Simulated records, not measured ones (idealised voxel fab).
The following process module bears the name voxel ribs on slabs.
We display cut, a cross-section 150 nm in width whose square cells are each 5 nm.
Heads up, the way a cross-section reads in here is a grid of square cells, handed over as bands from the top down, with every band being one or more rows of cells.
Top, bottom (nm), then materials left to right with widths (nm); lone material tagged "full width" fills the whole band edge to edge; "air" = empty space.
Height is counted from the level 0, under which the received wafer is composed throughout of one material. The lowest of the bands is not closed at the bottom but continues downward, in the notation "0 nm and below".
With a width like "30->40", each row of cells in the band differs from the next by the same amount, the top row carrying the first number and the bottom row the second.
Step marked "no modifications"? Then no cell in the cross-section changed in it.
In the "Closed void register" entry, you get each enclosed empty space of 8 cells or more, one with no open way to the top, written width x height at distance, distance from the left edge, in nm.
On a step's line, text after the settings is the simulator commenting on that step.
What "overlay nm" on a step's line means: if the step has a mask, that mask lay this far to the right of its planned place, or, when the value is negative, to the left.
Planned step list for the process
1 op RECEIVE | material Si
2 op DIRECTIONAL_DEP | material SiO2 | thk nm 20
3 op DIRECTIONAL_DEP | material polySi | thk nm 15
4 op PATTERN | tone cover | mask id RIB | material resist | width nm 25 | thk nm 20 | overlay nm 0
5 op DIRECTIONAL_ETCH | etch materials polySi | depth nm 10
6 op STRIP | etch materials resist
7 op PATTERN | tone cover | mask id SLAB | material resist | width nm 85 | thk nm 20 | overlay nm 0
8 op DIRECTIONAL_ETCH | etch materials polySi | depth nm 5
9 op STRIP | etch materials resist
10 op FILL_DEP | material SiO2 | thk nm 20
11 op CMP | height nm 45
12 op DIRECTIONAL_DEP | material W | thk nm 10
13 op MASKED_ETCH | tone cover | mask id HEATER | width nm 35 | etch materials W | depth nm 10 | overlay nm 0
14 op CONFORMAL_DEP | material SiN | thk nm 10
Cross-sectional view of the wafer in its as-received condition, corresponding to the state after step 1
0 nm and below: Si full width
Closed void register: none
The plan above was carried out on the starting structure above with one mistake, and this cross-section shows the wafer at the end of the module
65 nm to 55 nm: air (45), then SiN (55), then air (50)
55 nm to 45 nm: SiN (55), then W (35), then SiN (60)
45 nm to 35 nm: SiO2 full width
35 nm to 25 nm: SiO2 (60), then polySi (25), then SiO2 (65)
25 nm to 20 nm: SiO2 (20), then polySi (85), then SiO2 (45)
20 nm to 0 nm: SiO2 full width
0 nm and below: Si full width
Closed void register: none
In executing the process, a mistake was made relative to the plan: step 7 was not run as planned; what actually ran was op PATTERN | tone cover | mask id SLAB | material resist | width nm 85 | thk nm 20 | overlay nm -10
